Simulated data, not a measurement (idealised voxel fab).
Herein follows the process module entitled voxel transistor to metal.
Cross-section cut: width 295 nm, square cells of 5 nm.
Think of the cross-section as a grid of square cells. We describe it in bands, top to bottom, and each band covers one or more rows of those cells. Look at the band entry: it leads with the top's height and the bottom's height in nm. Then it lists the materials left to right, with a width in nm for each. The word "edge to edge" on a single material says that material fills the band edge to edge. The word "blank" is empty space. Below 0: as-received wafer, all one material; heights counted from there. Lowest band: no bottom, goes on down, written "from 0 down". Width: "30->40" (first number = top row, second number = bottom row, same change from row to row of cells). When a step is marked "all unchanged", none of the cells in the cross-section changed during that step. Enclosed voids (no open way to top), threshold 8 cells or more, entry "Listed closed voids", notation width x height at distance, distance from left edge, nm. Note: text after step settings on the step line = simulator remark on that step. If you see "overlay nm" on a step's line and that step has a mask, it's telling you how far right of where it was planned the mask ended up; a negative number means it went left instead.

PROCESS STEPS (PLANNED)
1: op RECEIVE | material Si
2: op OXIDIZE | depth nm 5
3: op CONFORMAL_DEP | material SiN | thk nm 10
4: op MASKED_ETCH | tone cover | mask id ACTIVE | width nm 105 | pitch nm 125 | etch materials SiN | depth nm 10 | overlay nm 0
5: op MASKED_ETCH | tone cover | mask id ACTIVE | width nm 105 | pitch nm 125 | etch materials SiO2 | depth nm 5 | overlay nm 0
6: op MASKED_ETCH | tone cover | mask id ACTIVE | width nm 105 | pitch nm 125 | etch materials Si | depth nm 35 | overlay nm 0
7: op OXIDIZE | depth nm 5
8: op FILL_DEP | material SiO2 | thk nm 10
9: op CMP | height nm 10
10: op SELECTIVE_ETCH | etch materials SiO2 | depth nm 5
11: op STRIP | etch materials SiN
12: op SELECTIVE_ETCH | etch materials SiO2 | depth nm 5
13: op OXIDIZE | depth nm 5
14: op DIRECTIONAL_DEP | material polySi | thk nm 25
15: op DIRECTIONAL_DEP | material SiCN | thk nm 10
16: op DIRECTIONAL_DEP | material aC | thk nm 10
17: op PATTERN | tone cover | mask id GATE | material resist | width nm 35 | pitch nm 125 | thk nm 25 | overlay nm 0
18: op DIRECTIONAL_ETCH | etch materials aC | depth nm 10
19: op STRIP | etch materials resist
20: op DIRECTIONAL_ETCH | etch materials SiCN | depth nm 20
21: op DIRECTIONAL_ETCH | etch materials polySi | depth nm 35
22: op STRIP | etch materials aC
23: op CONFORMAL_DEP | material SiN | thk nm 10
24: op DIRECTIONAL_ETCH | etch materials SiN | depth nm 10
25: op DIRECTIONAL_ETCH | etch materials SiO2 | depth nm 5
26: op DIRECTIONAL_ETCH | etch materials Si | depth nm 10
27: op EPI | material nSi | thk nm 15
28: op FILL_DEP | material SiO2 | thk nm 5
29: op CMP | height nm 20
30: op STRIP | etch materials polySi
31: op SELECTIVE_ETCH | etch materials SiO2 | depth nm 5
32: op CONFORMAL_DEP | material HfO2 | thk nm 5
33: op CONFORMAL_DEP | material TiN | thk nm 5
34: op FILL_DEP | material W | thk nm 5
35: op CMP | height nm 15
36: op DIRECTIONAL_DEP | material SiO2 | thk nm 10
37: op DIRECTIONAL_DEP | material aC | thk nm 15
38: op PATTERN | tone open | mask id CONTACT | material resist | width nm 15 | thk nm 35 | overlay nm 0
39: op DIRECTIONAL_ETCH | etch materials aC | depth nm 15
40: op STRIP | etch materials resist
41: op DIRECTIONAL_ETCH | etch materials SiO2 | depth nm 30
42: op STRIP | etch materials aC
43: op CONFORMAL_DEP | material TiN | thk nm 5
44: op FILL_DEP | material W | thk nm 10
45: op CMP | height nm 25
46: op DIRECTIONAL_DEP | material TiN | thk nm 5
47: op DIRECTIONAL_DEP | material W | thk nm 20
48: op DIRECTIONAL_DEP | material aC | thk nm 10
49: op PATTERN | tone cover | mask id METAL_1 | material resist | width nm 15 | thk nm 25 | overlay nm 0
50: op DIRECTIONAL_ETCH | etch materials aC | depth nm 10
51: op STRIP | etch materials resist
52: op DIRECTIONAL_ETCH | etch materials W | depth nm 20
53: op DIRECTIONAL_ETCH | etch materials TiN | depth nm 5
54: op STRIP | etch materials aC
55: op FILL_DEP | material SiO2 | thk nm 5
56: op CMP | height nm 50
57: op CONFORMAL_DEP | material SiCN | thk nm 5
58: op DIRECTIONAL_DEP | material SiO2 | thk nm 30
59: op DIRECTIONAL_DEP | material aC | thk nm 10
60: op PATTERN | tone open | mask id METAL_2 | material resist | width nm 15 | pitch nm 125 | thk nm 30 | overlay nm 0
61: op DIRECTIONAL_ETCH | etch materials aC | depth nm 10
62: op STRIP | etch materials resist
63: op DIRECTIONAL_ETCH | etch materials SiO2 | depth nm 20
64: op STRIP | etch materials aC
65: op DIRECTIONAL_DEP | material aC | thk nm 15
66: op PATTERN | tone open | mask id METAL_2_HOLES | material resist | width nm 15 | pitch nm 125 | thk nm 30 | overlay nm 0
67: op DIRECTIONAL_ETCH | etch materials aC | depth nm 15
68: op STRIP | etch materials resist
69: op DIRECTIONAL_ETCH | etch materials SiO2 | depth nm 10
70: op DIRECTIONAL_ETCH | etch materials SiCN | depth nm 5
71: op STRIP | etch materials aC
72: op CONFORMAL_DEP | material TiN | thk nm 5
73: op FILL_DEP | material Ru | thk nm 10
74: op CMP | height nm 85
75: op CONFORMAL_DEP | material SiN | thk nm 5

CROSS-SECTIONAL VIEW OF THE WAFER IN ITS AS-RECEIVED CONDITION, CORRESPONDING TO THE STATE AFTER STEP 1
  from 0 down = Si edge to edge
  Listed closed voids: none

END-OF-MODULE XS, FIRST OF TWO WAFERS, RUN AS PLANNED
  from 90 to 85 = SiN edge to edge
  from 85 to 55 = SiO2 35, then TiN 5, then Ru 5, then TiN 5, then SiO2 110, then TiN 5, then Ru 5, then TiN 5, then SiO2 120
  from 55 to 50 = SiCN 35, then TiN 15, then SiCN 110, then TiN 15, then SiCN 120
  from 50 to 30 = SiO2 35, then W 15, then SiO2 65, then W 15, then SiO2 30, then W 15, then SiO2 65, then W 15, then SiO2 40
  from 30 to 25 = SiO2 35, then TiN 15, then SiO2 65, then TiN 15, then SiO2 30, then TiN 15, then SiO2 65, then TiN 15, then SiO2 40
  from 25 to 15 = SiO2 35, then TiN 5, then W 5, then TiN 5, then SiO2 65, then TiN 5, then W 5, then TiN 5, then SiO2 30, then TiN 5, then W 5, then TiN 5, then SiO2 65, then TiN 5, then W 5, then TiN 5, then SiO2 40
  from 15 to 10 = SiO2 35, then TiN 5, then W 5, then TiN 5, then SiO2 5, then SiN 10, then HfO2 5, then TiN 5, then W 15, then TiN 5, then HfO2 5, then SiN 10, then SiO2 5, then TiN 5, then W 5, then TiN 5, then SiO2 30, then TiN 5, then W 5, then TiN 5, then SiO2 5, then SiN 10, then HfO2 5, then TiN 5, then W 15, then TiN 5, then HfO2 5, then SiN 10, then SiO2 5, then TiN 5, then W 5, then TiN 5, then SiO2 40
  from 10 to 5 = SiO2 35, then TiN 15, then SiO2 5, then SiN 10, then HfO2 5, then TiN 5, then W 15, then TiN 5, then HfO2 5, then SiN 10, then SiO2 5, then TiN 15, then SiO2 30, then TiN 15, then SiO2 5, then SiN 10, then HfO2 5, then TiN 5, then W 15, then TiN 5, then HfO2 5, then SiN 10, then SiO2 5, then TiN 15, then SiO2 40
  from 5 to 0 = SiO2 35, then TiN 5, then nSi 15, then SiN 10, then HfO2 5, then TiN 5, then W 15, then TiN 5, then HfO2 5, then SiN 10, then nSi 15, then TiN 5, then SiO2 30, then TiN 5, then nSi 15, then SiN 10, then HfO2 5, then TiN 5, then W 15, then TiN 5, then HfO2 5, then SiN 10, then nSi 15, then TiN 5, then SiO2 40
  from 0 to -5 = SiO2 25, then SiN 10, then TiN 5, then nSi 15, then SiN 10, then HfO2 5, then TiN 25, then HfO2 5, then SiN 10, then nSi 15, then TiN 5, then SiN 10, then SiO2 10, then SiN 10, then TiN 5, then nSi 15, then SiN 10, then HfO2 5, then TiN 25, then HfO2 5, then SiN 10, then nSi 15, then TiN 5, then SiN 10, then SiO2 30
  from -5 to -10 = SiO2 35, then nSi 20, then SiO2 5, then HfO2 45, then SiO2 5, then nSi 20, then SiO2 30, then nSi 20, then SiO2 5, then HfO2 45, then SiO2 5, then nSi 20, then SiO2 40
  from -10 to -20 = SiO2 35, then nSi 20, then Si 55, then nSi 20, then SiO2 30, then nSi 20, then Si 55, then nSi 20, then SiO2 40
  from -20 to -45 = SiO2 35, then Si 95, then SiO2 30, then Si 95, then SiO2 40
  from -45 down = Si edge to edge
  Listed closed voids: none

SAME START, SAME PLAN AS THE FIRST WAFER - BUT ONE MISTAKE IN THE RUN. CROSS-SECTION OF THE SECOND OF THE TWO AT THE END OF THE MODULE
  from 90 to 85 = SiN edge to edge
  from 85 to 55 = SiO2 35, then TiN 5, then Ru 5, then TiN 5, then SiO2 110, then TiN 5, then Ru 5, then TiN 5, then SiO2 120
  from 55 to 50 = SiCN 35, then TiN 15, then SiCN 110, then TiN 15, then SiCN 120
  from 50 to 30 = SiO2 35, then W 15, then SiO2 65, then W 15, then SiO2 30, then W 15, then SiO2 65, then W 15, then SiO2 40
  from 30 to 25 = SiO2 35, then TiN 15, then SiO2 65, then TiN 15, then SiO2 30, then TiN 15, then SiO2 65, then TiN 15, then SiO2 40
  from 25 to 15 = SiO2 35, then TiN 5, then W 5, then TiN 5, then SiO2 65, then TiN 5, then W 5, then TiN 5, then SiO2 30, then TiN 5, then W 5, then TiN 5, then SiO2 65, then TiN 5, then W 5, then TiN 5, then SiO2 40
  from 15 to 10 = SiO2 35, then TiN 5, then W 5, then TiN 5, then SiO2 5, then SiN 10, then HfO2 5, then TiN 5, then W 15, then TiN 5, then HfO2 5, then SiN 10, then SiO2 5, then TiN 5, then W 5, then TiN 5, then SiO2 30, then TiN 5, then W 5, then TiN 5, then SiO2 5, then SiN 10, then HfO2 5, then TiN 5, then W 15, then TiN 5, then HfO2 5, then SiN 10, then SiO2 5, then TiN 5, then W 5, then TiN 5, then SiO2 40
  from 10 to 5 = SiO2 35, then TiN 15, then SiO2 5, then SiN 10, then HfO2 5, then TiN 5, then W 15, then TiN 5, then HfO2 5, then SiN 10, then SiO2 5, then TiN 15, then SiO2 30, then TiN 15, then SiO2 5, then SiN 10, then HfO2 5, then TiN 5, then W 15, then TiN 5, then HfO2 5, then SiN 10, then SiO2 5, then TiN 15, then SiO2 40
  from 5 to 0 = SiO2 35, then TiN 5, then nSi 15, then SiN 10, then HfO2 5, then TiN 5, then W 15, then TiN 5, then HfO2 5, then SiN 10, then nSi 15, then TiN 5, then SiO2 30, then TiN 5, then nSi 15, then SiN 10, then HfO2 5, then TiN 5, then W 15, then TiN 5, then HfO2 5, then SiN 10, then nSi 15, then TiN 5, then SiO2 40
  from 0 to -5 = SiO2 25, then SiN 10, then TiN 5, then nSi 15, then SiN 10, then HfO2 5, then TiN 25, then HfO2 5, then SiN 10, then nSi 15, then TiN 5, then SiN 10, then SiO2 10, then SiN 10, then TiN 5, then nSi 15, then SiN 10, then HfO2 5, then TiN 25, then HfO2 5, then SiN 10, then nSi 15, then TiN 5, then SiN 10, then SiO2 30
  from -5 to -10 = SiO2 35, then nSi 20, then SiO2 5, then HfO2 45, then SiO2 5, then nSi 20, then SiO2 30, then nSi 20, then SiO2 5, then HfO2 45, then SiO2 5, then nSi 20, then SiO2 40
  from -10 to -20 = SiO2 35, then nSi 20, then Si 55, then nSi 20, then SiO2 30, then nSi 20, then Si 55, then nSi 20, then SiO2 40
  from -20 to -80 = SiO2 35, then Si 95, then SiO2 30, then Si 95, then SiO2 40
  from -80 down = Si edge to edge
  Listed closed voids: none
Here's what went sideways: execution of plan step 6 occurred twice
End of process, cell counts, second wafer against first, materials with more or fewer: 147 fewer of Si, 147 more of SiO2
